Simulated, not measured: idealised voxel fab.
Proc. module: voxel wiring stack
The width of the displayed cross-section, cut, is 185 nm; its cells are square, with a size of 5 nm.
This document writes a cross-section as a grid whose cells are square, and gives it as bands, listed from the top down; one or more rows of cells form a band.
It is stipulated that each band's entry specify, in nanometres, the height of the top of the band and then that of its bottom, followed by the materials of the band in left-to-right sequence, each together with its width in nanometres. A single material marked by the word "all across" is understood to fill the band from edge to edge; the word "air" is understood to denote empty space.
For the purposes of this specification, 0 denotes the height below which the wafer in its as-received condition is composed wholly of one material, and the lowermost band, lacking a lower limit, extends downward without end, as expressed in "0 and below".
Width "30->40": first value at the band's top row of cells, second value at its bottom row, equal change from row to row.
Step note "no alteration" = no cross-section cell changed.
"Closed void table" means: voids of 8 cells or more that are shut off from the top with no open way through. Written width x height at distance, distance from the left edge, in nm.
Whatever follows a step's settings on its line is a remark the simulator itself makes about that step.
Each step line may optionally specify "overlay nm", which for a step with a mask gives the rightward distance between the mask's planned place and where it lay, a negative value indicating the leftward direction.

Steps in the process plan
1. RECEIVE [material Si]
2. CONFORMAL_DEP [material SiO2] [thk nm 15]
3. CONFORMAL_DEP [material SiCN] [thk nm 5]
4. DIRECTIONAL_DEP [material SiO2] [thk nm 20]
5. MASKED_ETCH [tone open] [mask id METAL_1] [width nm 30] [pitch nm 60] [etch materials SiO2] [depth nm 20] [overlay nm 0]
6. MASKED_ETCH [tone open] [mask id METAL_1] [width nm 30] [pitch nm 60] [etch materials SiCN] [depth nm 5] [overlay nm 0]
7. CONFORMAL_DEP [material TiN] [thk nm 5]
8. FILL_DEP [material Ru] [thk nm 10]
9. CMP [height nm 40]
10. CONFORMAL_DEP [material SiCN] [thk nm 5]
11. DIRECTIONAL_DEP [material SiO2] [thk nm 25]
12. PATTERN [tone open] [mask id METAL_2] [material resist] [width nm 30] [pitch nm 60] [thk nm 15] [overlay nm 0]
13. DIRECTIONAL_ETCH [etch materials SiO2] [depth nm 15]
14. STRIP [etch materials resist]
15. MASKED_ETCH [tone open] [mask id METAL_2_HOLES] [width nm 15] [pitch nm 60] [etch materials SiO2] [depth nm 10] [overlay nm 0]
16. MASKED_ETCH [tone open] [mask id METAL_2_HOLES] [width nm 15] [pitch nm 60] [etch materials SiCN] [depth nm 5] [overlay nm 0]
17. CONFORMAL_DEP [material TiN] [thk nm 5]
18. FILL_DEP [material Cu] [thk nm 10]
19. CMP [height nm 70]
20. CONFORMAL_DEP [material SiCN] [thk nm 5]
21. DIRECTIONAL_DEP [material SiO2] [thk nm 35]
22. MASKED_ETCH [tone open] [mask id METAL_3_HOLES] [width nm 15] [pitch nm 120] [etch materials SiO2] [depth nm 35] [overlay nm 0]
23. MASKED_ETCH [tone open] [mask id METAL_3] [width nm 30] [pitch nm 60] [etch materials SiO2] [depth nm 20] [overlay nm 0]
24. MASKED_ETCH [tone open] [mask id METAL_3] [width nm 30] [pitch nm 60] [etch materials SiCN] [depth nm 5] [overlay nm 0]
25. CONFORMAL_DEP [material TiN] [thk nm 5]
26. FILL_DEP [material Ru] [thk nm 5]
27. CMP [height nm 110]
28. CONFORMAL_DEP [material SiCN] [thk nm 5]

Of two wafers, the first: run according to plan

Cross-section of the incoming wafer, state after step 1
  0 and below  Si all across
  Closed void table: none

Sectional view: wafer, after step 2
  15 down to 0  SiO2 all across
  No changes below 0.

Sectional view: wafer, after step 3
  20 down to 15  SiCN all across
  No changes below 15.

Sectional view: wafer, after step 4
  40 down to 20  SiO2 all across
  No changes below 20.

Sectional view: wafer, after step 5
  40 down to 20  15 SiO2; 30 air; 30 SiO2; 30 air; 30 SiO2; 30 air; 20 SiO2
  No changes below 20.

Sectional view: wafer, after step 6
  40 down to 20  15 SiO2; 30 air; 30 SiO2; 30 air; 30 SiO2; 30 air; 20 SiO2
  20 down to 15  15 SiCN; 30 air; 30 SiCN; 30 air; 30 SiCN; 30 air; 20 SiCN
  No changes below 15.

Sectional view: wafer, after step 7
  45 down to 40  20 TiN; 20 air; 40 TiN; 20 air; 40 TiN; 20 air; 25 TiN
  40 down to 20  15 SiO2; 5 TiN; 20 air; 5 TiN; 30 SiO2; 5 TiN; 20 air; 5 TiN; 30 SiO2; 5 TiN; 20 air; 5 TiN; 20 SiO2
  20 down to 15  15 SiCN; 30 TiN; 30 SiCN; 30 TiN; 30 SiCN; 30 TiN; 20 SiCN
  No changes below 15.

Sectional view: wafer, after step 8
  55 down to 45  Ru all across
  45 down to 40  20 TiN; 20 Ru; 40 TiN; 20 Ru; 40 TiN; 20 Ru; 25 TiN
  40 down to 20  15 SiO2; 5 TiN; 20 Ru; 5 TiN; 30 SiO2; 5 TiN; 20 Ru; 5 TiN; 30 SiO2; 5 TiN; 20 Ru; 5 TiN; 20 SiO2
  No changes below 20.

Sectional view: wafer, after step 9
  40 down to 20  15 SiO2; 5 TiN; 20 Ru; 5 TiN; 30 SiO2; 5 TiN; 20 Ru; 5 TiN; 30 SiO2; 5 TiN; 20 Ru; 5 TiN; 20 SiO2
  No changes below 20.

Sectional view: wafer, after step 10
  45 down to 40  SiCN all across
  No changes below 40.

Sectional view: wafer, after step 11
  70 down to 45  SiO2 all across
  No changes below 45.

Sectional view: wafer, after step 12
  85 down to 70  15 resist; 30 air; 30 resist; 30 air; 30 resist; 30 air; 20 resist
  No changes below 70.

Sectional view: wafer, after step 13
  85 down to 70  15 resist; 30 air; 30 resist; 30 air; 30 resist; 30 air; 20 resist
  70 down to 55  15 SiO2; 30 air; 30 SiO2; 30 air; 30 SiO2; 30 air; 20 SiO2
  No changes below 55.

Sectional view: wafer, after step 14
  70 down to 55  15 SiO2; 30 air; 30 SiO2; 30 air; 30 SiO2; 30 air; 20 SiO2
  No changes below 55.

Sectional view: wafer, after step 15
  70 down to 55  15 SiO2; 30 air; 30 SiO2; 30 air; 30 SiO2; 30 air; 20 SiO2
  55 down to 45  15 SiO2; 15 air; 45 SiO2; 15 air; 45 SiO2; 15 air; 35 SiO2
  No changes below 45.

Sectional view: wafer, after step 16
  70 down to 55  15 SiO2; 30 air; 30 SiO2; 30 air; 30 SiO2; 30 air; 20 SiO2
  55 down to 45  15 SiO2; 15 air; 45 SiO2; 15 air; 45 SiO2; 15 air; 35 SiO2
  45 down to 40  15 SiCN; 15 air; 45 SiCN; 15 air; 45 SiCN; 15 air; 35 SiCN
  No changes below 40.

Sectional view: wafer, after step 17
  75 down to 70  20 TiN; 20 air; 40 TiN; 20 air; 40 TiN; 20 air; 25 TiN
  70 down to 60  15 SiO2; 5 TiN; 20 air; 5 TiN; 30 SiO2; 5 TiN; 20 air; 5 TiN; 30 SiO2; 5 TiN; 20 air; 5 TiN; 20 SiO2
  60 down to 55  15 SiO2; 5 TiN; 5 air; 20 TiN; 30 SiO2; 5 TiN; 5 air; 20 TiN; 30 SiO2; 5 TiN; 5 air; 20 TiN; 20 SiO2
  55 down to 45  15 SiO2; 5 TiN; 5 air; 5 TiN; 45 SiO2; 5 TiN; 5 air; 5 TiN; 45 SiO2; 5 TiN; 5 air; 5 TiN; 35 SiO2
  45 down to 40  15 SiCN; 15 TiN; 45 SiCN; 15 TiN; 45 SiCN; 15 TiN; 35 SiCN
  No changes below 40.

Sectional view: wafer, after step 18
  85 down to 75  Cu all across
  75 down to 70  20 TiN; 20 Cu; 40 TiN; 20 Cu; 40 TiN; 20 Cu; 25 TiN
  70 down to 60  15 SiO2; 5 TiN; 20 Cu; 5 TiN; 30 SiO2; 5 TiN; 20 Cu; 5 TiN; 30 SiO2; 5 TiN; 20 Cu; 5 TiN; 20 SiO2
  60 down to 55  15 SiO2; 5 TiN; 5 Cu; 20 TiN; 30 SiO2; 5 TiN; 5 Cu; 20 TiN; 30 SiO2; 5 TiN; 5 Cu; 20 TiN; 20 SiO2
  55 down to 45  15 SiO2; 5 TiN; 5 Cu; 5 TiN; 45 SiO2; 5 TiN; 5 Cu; 5 TiN; 45 SiO2; 5 TiN; 5 Cu; 5 TiN; 35 SiO2
  No changes below 45.

Sectional view: wafer, after step 19
  70 down to 60  15 SiO2; 5 TiN; 20 Cu; 5 TiN; 30 SiO2; 5 TiN; 20 Cu; 5 TiN; 30 SiO2; 5 TiN; 20 Cu; 5 TiN; 20 SiO2
  No changes below 60.

Sectional view: wafer, after step 20
  75 down to 70  SiCN all across
  No changes below 70.

Sectional view: wafer, after step 21
  110 down to 75  SiO2 all across
  No changes below 75.

Sectional view: wafer, after step 22
  110 down to 75  15 SiO2; 15 air; 105 SiO2; 15 air; 35 SiO2
  No changes below 75.

Sectional view: wafer, after step 23
  110 down to 90  15 SiO2; 30 air; 30 SiO2; 30 air; 30 SiO2; 30 air; 20 SiO2
  No changes below 90.

Sectional view: wafer, after step 24
  110 down to 90  15 SiO2; 30 air; 30 SiO2; 30 air; 30 SiO2; 30 air; 20 SiO2
  90 down to 75  15 SiO2; 15 air; 105 SiO2; 15 air; 35 SiO2
  75 down to 70  15 SiCN; 15 air; 105 SiCN; 15 air; 35 SiCN
  No changes below 70.

Sectional view: wafer, after step 25
  115 down to 110  20 TiN; 20 air; 40 TiN; 20 air; 40 TiN; 20 air; 25 TiN
  110 down to 95  15 SiO2; 5 TiN; 20 air; 5 TiN; 30 SiO2; 5 TiN; 20 air; 5 TiN; 30 SiO2; 5 TiN; 20 air; 5 TiN; 20 SiO2
  95 down to 90  15 SiO2; 5 TiN; 5 air; 20 TiN; 30 SiO2; 30 TiN; 30 SiO2; 5 TiN; 5 air; 20 TiN; 20 SiO2
  90 down to 75  15 SiO2; 5 TiN; 5 air; 5 TiN; 105 SiO2; 5 TiN; 5 air; 5 TiN; 35 SiO2
  75 down to 70  15 SiCN; 15 TiN; 105 SiCN; 15 TiN; 35 SiCN
  No changes below 70.

Sectional view: wafer, after step 26
  120 down to 115  Ru all across
  115 down to 110  20 TiN; 20 Ru; 40 TiN; 20 Ru; 40 TiN; 20 Ru; 25 TiN
  110 down to 95  15 SiO2; 5 TiN; 20 Ru; 5 TiN; 30 SiO2; 5 TiN; 20 Ru; 5 TiN; 30 SiO2; 5 TiN; 20 Ru; 5 TiN; 20 SiO2
  95 down to 90  15 SiO2; 5 TiN; 5 Ru; 20 TiN; 30 SiO2; 30 TiN; 30 SiO2; 5 TiN; 5 Ru; 20 TiN; 20 SiO2
  90 down to 75  15 SiO2; 5 TiN; 5 Ru; 5 TiN; 105 SiO2; 5 TiN; 5 Ru; 5 TiN; 35 SiO2
  No changes below 75.

Sectional view: wafer, after step 27
  110 down to 95  15 SiO2; 5 TiN; 20 Ru; 5 TiN; 30 SiO2; 5 TiN; 20 Ru; 5 TiN; 30 SiO2; 5 TiN; 20 Ru; 5 TiN; 20 SiO2
  No changes below 95.

Sectional view: wafer, after step 28
  115 down to 110  SiCN all across
  No changes below 110.

Wafer two of the pair: same origin, same plan, one error during the run; identical to wafer one up to and including step 10

Cross-section of the second wafer at the time by which step 11 should have been completed according to the plan
  65 down to 45  SiO2 all across
  No changes below 45.

Cross-section of the second wafer at the time by which step 12 should have been completed according to the plan
  80 down to 65  15 resist; 30 air; 30 resist; 30 air; 30 resist; 30 air; 20 resist
  No changes below 65.

Cross-section of the second wafer at the time by which step 13 should have been completed according to the plan
  80 down to 65  15 resist; 30 air; 30 resist; 30 air; 30 resist; 30 air; 20 resist
  65 down to 50  15 SiO2; 30 air; 30 SiO2; 30 air; 30 SiO2; 30 air; 20 SiO2
  No changes below 50.

Cross-section of the second wafer at the time by which step 14 should have been completed according to the plan
  65 down to 50  15 SiO2; 30 air; 30 SiO2; 30 air; 30 SiO2; 30 air; 20 SiO2
  No changes below 50.

Cross-section of the second wafer at the time by which step 15 should have been completed according to the plan
  65 down to 50  15 SiO2; 30 air; 30 SiO2; 30 air; 30 SiO2; 30 air; 20 SiO2
  50 down to 45  15 SiO2; 15 air; 45 SiO2; 15 air; 45 SiO2; 15 air; 35 SiO2
  No changes below 45.

Cross-section of the second wafer at the time by which step 16 should have been completed according to the plan
  65 down to 50  15 SiO2; 30 air; 30 SiO2; 30 air; 30 SiO2; 30 air; 20 SiO2
  50 down to 45  15 SiO2; 15 air; 45 SiO2; 15 air; 45 SiO2; 15 air; 35 SiO2
  45 down to 40  15 SiCN; 15 air; 45 SiCN; 15 air; 45 SiCN; 15 air; 35 SiCN
  No changes below 40.

Cross-section of the second wafer at the time by which step 17 should have been completed according to the plan
  70 down to 65  20 TiN; 20 air; 40 TiN; 20 air; 40 TiN; 20 air; 25 TiN
  65 down to 55  15 SiO2; 5 TiN; 20 air; 5 TiN; 30 SiO2; 5 TiN; 20 air; 5 TiN; 30 SiO2; 5 TiN; 20 air; 5 TiN; 20 SiO2
  55 down to 45  15 SiO2; 5 TiN; 5 air; 20->5 TiN; 30->45 SiO2; 5 TiN; 5 air; 20->5 TiN; 30->45 SiO2; 5 TiN; 5 air; 20->5 TiN; 20->35 SiO2
  45 down to 40  15 SiCN; 15 TiN; 45 SiCN; 15 TiN; 45 SiCN; 15 TiN; 35 SiCN
  No changes below 40.

Cross-section of the second wafer at the time by which step 18 should have been completed according to the plan
  80 down to 70  Cu all across
  70 down to 65  20 TiN; 20 Cu; 40 TiN; 20 Cu; 40 TiN; 20 Cu; 25 TiN
  65 down to 55  15 SiO2; 5 TiN; 20 Cu; 5 TiN; 30 SiO2; 5 TiN; 20 Cu; 5 TiN; 30 SiO2; 5 TiN; 20 Cu; 5 TiN; 20 SiO2
  55 down to 45  15 SiO2; 5 TiN; 5 Cu; 20->5 TiN; 30->45 SiO2; 5 TiN; 5 Cu; 20->5 TiN; 30->45 SiO2; 5 TiN; 5 Cu; 20->5 TiN; 20->35 SiO2
  No changes below 45.

Cross-section of the second wafer at the time by which step 19 should have been completed according to the plan
  70 down to 65  20 TiN; 20 Cu; 40 TiN; 20 Cu; 40 TiN; 20 Cu; 25 TiN
  No changes below 65.

Cross-section of the second wafer at the time by which step 20 should have been completed according to the plan
  75 down to 70  SiCN all across
  No changes below 70.

Cross-section of the second wafer at the time by which step 21 should have been completed according to the plan
  110 down to 75  SiO2 all across
  No changes below 75.

Cross-section of the second wafer at the time by which step 22 should have been completed according to the plan
  110 down to 75  15 SiO2; 15 air; 105 SiO2; 15 air; 35 SiO2
  No changes below 75.

Cross-section of the second wafer at the time by which step 23 should have been completed according to the plan
  110 down to 90  15 SiO2; 30 air; 30 SiO2; 30 air; 30 SiO2; 30 air; 20 SiO2
  No changes below 90.

Cross-section of the second wafer at the time by which step 24 should have been completed according to the plan
  110 down to 90  15 SiO2; 30 air; 30 SiO2; 30 air; 30 SiO2; 30 air; 20 SiO2
  90 down to 75  15 SiO2; 15 air; 105 SiO2; 15 air; 35 SiO2
  75 down to 70  15 SiCN; 15 air; 105 SiCN; 15 air; 35 SiCN
  No changes below 70.

Cross-section of the second wafer at the time by which step 25 should have been completed according to the plan
  115 down to 110  20 TiN; 20 air; 40 TiN; 20 air; 40 TiN; 20 air; 25 TiN
  110 down to 95  15 SiO2; 5 TiN; 20 air; 5 TiN; 30 SiO2; 5 TiN; 20 air; 5 TiN; 30 SiO2; 5 TiN; 20 air; 5 TiN; 20 SiO2
  95 down to 90  15 SiO2; 5 TiN; 5 air; 20 TiN; 30 SiO2; 30 TiN; 30 SiO2; 5 TiN; 5 air; 20 TiN; 20 SiO2
  90 down to 75  15 SiO2; 5 TiN; 5 air; 5 TiN; 105 SiO2; 5 TiN; 5 air; 5 TiN; 35 SiO2
  75 down to 70  15 SiCN; 15 TiN; 105 SiCN; 15 TiN; 35 SiCN
  No changes below 70.

Cross-section of the second wafer at the time by which step 26 should have been completed according to the plan
  120 down to 115  Ru all across
  115 down to 110  20 TiN; 20 Ru; 40 TiN; 20 Ru; 40 TiN; 20 Ru; 25 TiN
  110 down to 95  15 SiO2; 5 TiN; 20 Ru; 5 TiN; 30 SiO2; 5 TiN; 20 Ru; 5 TiN; 30 SiO2; 5 TiN; 20 Ru; 5 TiN; 20 SiO2
  95 down to 90  15 SiO2; 5 TiN; 5 Ru; 20 TiN; 30 SiO2; 30 TiN; 30 SiO2; 5 TiN; 5 Ru; 20 TiN; 20 SiO2
  90 down to 75  15 SiO2; 5 TiN; 5 Ru; 5 TiN; 105 SiO2; 5 TiN; 5 Ru; 5 TiN; 35 SiO2
  No changes below 75.

Cross-section of the second wafer at the time by which step 27 should have been completed according to the plan
  110 down to 95  15 SiO2; 5 TiN; 20 Ru; 5 TiN; 30 SiO2; 5 TiN; 20 Ru; 5 TiN; 30 SiO2; 5 TiN; 20 Ru; 5 TiN; 20 SiO2
  No changes below 95.

Cross-section of the second wafer at the time by which step 28 should have been completed according to the plan
  115 down to 110  SiCN all across
  No changes below 110.
Deviation from plan: heads up, step 11 didn't go per plan, it actually ran as DIRECTIONAL_DEP [material SiO2] [thk nm 20]
Count the cells at the end and the second wafer has more or fewer of some materials than the first: Cu: 9 more, SiO2: 28 fewer, TiN: 19 more
